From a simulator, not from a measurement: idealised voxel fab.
Process module name: voxel trench capacitor
Square cell edge 5 nm, section width 260 nm, ID cut.
How to read a cross-section here: the picture is a grid of square cells, written as bands going from the top down, and any band can span one or more rows of cells. A band entry consists of two parts. The first gives the height of the band's top and the height of its bottom, in nm. The rest lists the band's materials from left to right, each with its width in nm. A single material labelled with the word "edge to edge" fills the band from edge to edge, and the word "blank" marks empty space. Measure heights from 0. That's the level where, below it, the as-received wafer is all one material. The lowest band is bottomless and extends downward; write it as in "0 nm and below". Width spec "30 to 40" -> top row of cells at first value, bottom row at second value, equal per-row change in between. The cross-section has no changed cell in any step marked "nothing different". "Internal closed voids" lists enclosed empty spaces (at least 8 cells, no open path upward to the top), each as width x height at distance from the left edge, in nm. If you see something after the settings on a step's line, that's the simulator's own remark about that step. On any step carrying a mask, the "overlay nm" setting, if present on the step's line, tells how far right of its planned place the mask lay; negative values point to the left.
[This section lists the process steps that were planned]
step 1: RECEIVE [material Si]
step 2: CONFORMAL_DEP [material SiN] [thk nm 5]
step 3: PATTERN [tone open] [mask id TRENCH] [material resist] [width nm 15] [pitch nm 30] [thk nm 20] [overlay nm 0]
step 4: DIRECTIONAL_ETCH [etch materials SiN] [depth nm 5]
step 5: DIRECTIONAL_ETCH [etch materials Si] [depth nm 35]
step 6: STRIP [etch materials resist]
step 7: CONFORMAL_DEP [material SiO2] [thk nm 5]
step 8: FILL_DEP [material polySi] [thk nm 5]
step 9: CMP [height nm 5]
[Wafer at receipt (post step 1), cross-section]
	0 nm and below | Si edge to edge
	Internal closed voids: none
[End-of-module cross-section. Starting structure and process plan as above; one mistake made in running it]
	5 nm to 0 nm | polySi=85 / SiO2=5 / SiN=15 / SiO2=5 / polySi=5 / SiO2=5 / SiN=15 / SiO2=5 / polySi=5 / SiO2=5 / SiN=15 / SiO2=5 / polySi=90
	0 nm to -30 nm | polySi=85 / SiO2=5 / Si=15 / SiO2=5 / polySi=5 / SiO2=5 / Si=15 / SiO2=5 / polySi=5 / SiO2=5 / Si=15 / SiO2=5 / polySi=90
	-30 nm to -35 nm | SiO2=90 / Si=15 / SiO2=15 / Si=15 / SiO2=15 / Si=15 / SiO2=95
	-35 nm and below | Si edge to edge
	Internal closed voids: none
Which mistake was made when the wafer was run? step 3 was not run as planned; what actually ran was PATTERN [tone cover] [mask id TRENCH] [material resist] [width nm 15] [pitch nm 30] [thk nm 20] [overlay nm 0]
